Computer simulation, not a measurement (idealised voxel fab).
You're looking at the process module voxel lift off.
Each square cell in cross-section cut measures 5 nm, and the section as a whole is 150 nm wide.
We lay out every cross-section as a grid of square cells and spell it out in bands from the top down, where one band means one or more rows of cells. Top, bottom (nm), then materials left to right with widths (nm); lone material tagged "everywhere" fills the whole band edge to edge; "empty" = empty space. A quick word on heights: they are counted from 0, and under that level the wafer as it came to us is one material throughout. The lowest band is different from the rest in having no bottom; it simply continues downward, written as in "z 0 and below". A width such as "30..40" changes by the same amount from each row of cells to the next, from the band's top row to its bottom row. "nothing different" (step): cross-section cells unchanged, all of them. For the entry "Sealed internal voids", the listed items are empty spaces with no open way to the top whose size is 8 cells or more; each item follows the pattern width x height at distance, where distance is from the left edge and all three are in nm. What comes after the settings on a step's line is commentary from the simulator itself on that step. overlay nm: where the mask lay relative to plan, measured to the right, on steps with a mask; negatives go left. Read the rest as pairs. Take the cross-section before one process step, then the cross-section after it, which shows only down to the lowest band that changed. Under the pair, find the step between them and its settings. Bear in mind that pairs may come from different runs of this module on the same starting wafer: link a pair to the pair above it only where its entry headed "Structure before processing" says to.

Structure before processing:
- z 0 and below  Si everywhere
- Sealed internal voids: none

Result of Step:
- z 10 to 0  Al2O3 everywhere
- below 0: unchanged
- Sealed internal voids: none
What process step lies between the two cross-sections above? CONFORMAL_DEP: material Al2O3, thk nm 10

Structure before processing: we pick up right where the pair above leaves off, with its after cross-section.

Result of Step:
- z 35 to 10  50 of resist / 15 of empty / 20 of resist / 15 of empty / 50 of resist
- below 10: unchanged
- Sealed internal voids: none
What process step lies between the two cross-sections above? PATTERN: tone open, mask id LINES, material resist, width nm 15, pitch nm 35, thk nm 25, overlay nm 0

Structure before processing: we pick up right where the pair above leaves off, with its after cross-section.

Result of Step:
- z 45 to 35  50 of Ru / 15 of empty / 20 of Ru / 15 of empty / 50 of Ru
- z 35 to 20  50 of resist / 15 of empty / 20 of resist / 15 of empty / 50 of resist
- z 20 to 10  50 of resist / 15 of Ru / 20 of resist / 15 of Ru / 50 of resist
- below 10: unchanged
- Sealed internal voids: none
What process step lies between the two cross-sections above? DIRECTIONAL_DEP: material Ru, thk nm 10

Structure before processing: we pick up right where the pair above leaves off, with its after cross-section.

Result of Step:
- z 20 to 10  50 of empty / 15 of Ru / 20 of empty / 15 of Ru / 50 of empty
- below 10: unchanged
- Sealed internal voids: none
What process step lies between the two cross-sections above? STRIP: etch materials resist

Structure before processing: we pick up right where the pair above leaves off, with its after cross-section.

Result of Step:
- z 30 to 20  40 of empty / 70 of SiCN / 40 of empty
- z 20 to 10  50 of SiCN / 15 of Ru / 20 of SiCN / 15 of Ru / 50 of SiCN
- below 10: unchanged
- Sealed internal voids: none
What process step lies between the two cross-sections above? CONFORMAL_DEP: material SiCN, thk nm 10

Structure before processing:
- z 35 to 10  50 of resist / 15 of empty / 20 of resist / 15 of empty / 50 of resist
- z 10 to 0  Al2O3 everywhere
- z 0 and below  Si everywhere
- Sealed internal voids: none

Result of Step:
- z 50 to 35  50 of Ru / 15 of empty / 20 of Ru / 15 of empty / 50 of Ru
- z 35 to 25  50 of resist / 15 of empty / 20 of resist / 15 of empty / 50 of resist
- z 25 to 10  50 of resist / 15 of Ru / 20 of resist / 15 of Ru / 50 of resist
- below 10: unchanged
- Sealed internal voids: none
What process step lies between the two cross-sections above? DIRECTIONAL_DEP: material Ru, thk nm 15

Structure before processing: we pick up right where the pair above leaves off, with its after cross-section.

Result of Step:
- z 25 to 10  50 of empty / 15 of Ru / 20 of empty / 15 of Ru / 50 of empty
- below 10: unchanged
- Sealed internal voids: none
What process step lies between the two cross-sections above? STRIP: etch materials resist

Structure before processing: we pick up right where the pair above leaves off, with its after cross-section.

Result of Step:
- z 35 to 25  40 of empty / 70 of SiCN / 40 of empty
- z 25 to 20  40 of empty / 10 of SiCN / 15 of Ru / 20 of SiCN / 15 of Ru / 10 of SiCN / 40 of empty
- z 20 to 10  50 of SiCN / 15 of Ru / 20 of SiCN / 15 of Ru / 50 of SiCN
- below 10: unchanged
- Sealed internal voids: none
What process step lies between the two cross-sections above? CONFORMAL_DEP: material SiCN, thk nm 10

Structure before processing:
- z 10 to 0  Al2O3 everywhere
- z 0 and below  Si everywhere
- Sealed internal voids: none

Result of Step:
- z 35 to 10  50 of resist / 20 of empty / 15 of resist / 20 of empty / 45 of resist
- below 10: unchanged
- Sealed internal voids: none
What process step lies between the two cross-sections above? PATTERN: tone open, mask id LINES, material resist, width nm 20, pitch nm 35, thk nm 25, overlay nm 0

Structure before processing: we pick up right where the pair above leaves off, with its after cross-section.

Result of Step:
- z 45 to 35  50 of Ru / 20 of empty / 15 of Ru / 20 of empty / 45 of Ru
- z 35 to 20  50 of resist / 20 of empty / 15 of resist / 20 of empty / 45 of resist
- z 20 to 10  50 of resist / 20 of Ru / 15 of resist / 20 of Ru / 45 of resist
- below 10: unchanged
- Sealed internal voids: none
What process step lies between the two cross-sections above? DIRECTIONAL_DEP: material Ru, thk nm 10

Structure before processing: we pick up right where the pair above leaves off, with its after cross-section.

Result of Step:
- z 20 to 10  50 of empty / 20 of Ru / 15 of empty / 20 of Ru / 45 of empty
- below 10: unchanged
- Sealed internal voids: none
What process step lies between the two cross-sections above? STRIP: etch materials resist

Structure before processing: we pick up right where the pair above leaves off, with its after cross-section.

Result of Step:
- z 30 to 20  40 of empty / 75 of SiCN / 35 of empty
- z 20 to 10  50 of SiCN / 20 of Ru / 15 of SiCN / 20 of Ru / 45 of SiCN
- below 10: unchanged
- Sealed internal voids: none
What process step lies between the two cross-sections above? CONFORMAL_DEP: material SiCN, thk nm 10

Structure before processing:
- z 10 to 0  Al2O3 everywhere
- z 0 and below  Si everywhere
- Sealed internal voids: none

Result of Step:
- z 35 to 10  55 of resist / 15 of empty / 20 of resist / 15 of empty / 45 of resist
- below 10: unchanged
- Sealed internal voids: none
What process step lies between the two cross-sections above? PATTERN: tone open, mask id LINES, material resist, width nm 15, pitch nm 35, thk nm 25, overlay nm 5

Structure before processing: we pick up right where the pair above leaves off, with its after cross-section.

Result of Step:
- z 45 to 35  55 of Ru / 15 of empty / 20 of Ru / 15 of empty / 45 of Ru
- z 35 to 20  55 of resist / 15 of empty / 20 of resist / 15 of empty / 45 of resist
- z 20 to 10  55 of resist / 15 of Ru / 20 of resist / 15 of Ru / 45 of resist
- below 10: unchanged
- Sealed internal voids: none
What process step lies between the two cross-sections above? DIRECTIONAL_DEP: material Ru, thk nm 10

Structure before processing: we pick up right where the pair above leaves off, with its after cross-section.

Result of Step:
- z 20 to 10  55 of empty / 15 of Ru / 20 of empty / 15 of Ru / 45 of empty
- below 10: unchanged
- Sealed internal voids: none
What process step lies between the two cross-sections above? STRIP: etch materials resist

Structure before processing: we pick up right where the pair above leaves off, with its after cross-section.

Result of Step:
- z 30 to 20  45 of empty / 70 of SiCN / 35 of empty
- z 20 to 10  55 of SiCN / 15 of Ru / 20 of SiCN / 15 of Ru / 45 of SiCN
- below 10: unchanged
- Sealed internal voids: none
What process step lies between the two cross-sections above? CONFORMAL_DEP: material SiCN, thk nm 10

Structure before processing:
- z 0 and below  Si everywhere
- Sealed internal voids: none

Result of Step:
- z 10 to 0  SiCN everywhere
- below 0: unchanged
- Sealed internal voids: none
What process step lies between the two cross-sections above? CONFORMAL_DEP: material SiCN, thk nm 10

Structure before processing: we pick up right where the pair above leaves off, with its after cross-section.

Result of Step:
- z 35 to 10  50 of resist / 15 of empty / 20 of resist / 15 of empty / 50 of resist
- below 10: unchanged
- Sealed internal voids: none
What process step lies between the two cross-sections above? PATTERN: tone open, mask id LINES, material resist, width nm 15, pitch nm 35, thk nm 25, overlay nm 0

Structure before processing: we pick up right where the pair above leaves off, with its after cross-section.

Result of Step:
- z 45 to 35  50 of Ru / 15 of empty / 20 of Ru / 15 of empty / 50 of Ru
- z 35 to 20  50 of resist / 15 of empty / 20 of resist / 15 of empty / 50 of resist
- z 20 to 10  50 of resist / 15 of Ru / 20 of resist / 15 of Ru / 50 of resist
- below 10: unchanged
- Sealed internal voids: none
What process step lies between the two cross-sections above? DIRECTIONAL_DEP: material Ru, thk nm 10

Structure before processing: we pick up right where the pair above leaves off, with its after cross-section.

Result of Step:
- z 20 to 10  50 of empty / 15 of Ru / 20 of empty / 15 of Ru / 50 of empty
- below 10: unchanged
- Sealed internal voids: none
What process step lies between the two cross-sections above? STRIP: etch materials resist

Structure before processing: we pick up right where the pair above leaves off, with its after cross-section.

Result of Step:
- z 30 to 20  40 of empty / 70 of SiCN / 40 of empty
- z 20 to 10  50 of SiCN / 15 of Ru / 20 of SiCN / 15 of Ru / 50 of SiCN
- below 10: unchanged
- Sealed internal voids: none
What process step lies between the two cross-sections above? CONFORMAL_DEP: material SiCN, thk nm 10

Structure before processing:
- z 10 to 0  Al2O3 everywhere
- z 0 and below  Si everywhere
- Sealed internal voids: none

Result of Step:
- z 35 to 10  50 of empty / 15 of resist / 20 of empty / 15 of resist / 50 of empty
- below 10: unchanged
- Sealed internal voids: none
What process step lies between the two cross-sections above? PATTERN: tone cover, mask id LINES, material resist, width nm 15, pitch nm 35, thk nm 25, overlay nm 0

Structure before processing: we pick up right where the pair above leaves off, with its after cross-section.

Result of Step:
- z 45 to 35  50 of empty / 15 of Ru / 20 of empty / 15 of Ru / 50 of empty
- z 35 to 20  50 of empty / 15 of resist / 20 of empty / 15 of resist / 50 of empty
- z 20 to 10  50 of Ru / 15 of resist / 20 of Ru / 15 of resist / 50 of Ru
- below 10: unchanged
- Sealed internal voids: none
What process step lies between the two cross-sections above? DIRECTIONAL_DEP: material Ru, thk nm 10

Structure before processing: we pick up right where the pair above leaves off, with its after cross-section.

Result of Step:
- z 20 to 10  50 of Ru / 15 of empty / 20 of Ru / 15 of empty / 50 of Ru
- below 10: unchanged
- Sealed internal voids: none
What process step lies between the two cross-sections above? STRIP: etch materials resist

Structure before processing: we pick up right where the pair above leaves off, with its after cross-section.

Result of Step:
- z 30 to 20  SiCN everywhere
- z 20 to 10  50 of Ru / 15 of SiCN / 20 of Ru / 15 of SiCN / 50 of Ru
- below 10: unchanged
- Sealed internal voids: none
What process step lies between the two cross-sections above? CONFORMAL_DEP: material SiCN, thk nm 10
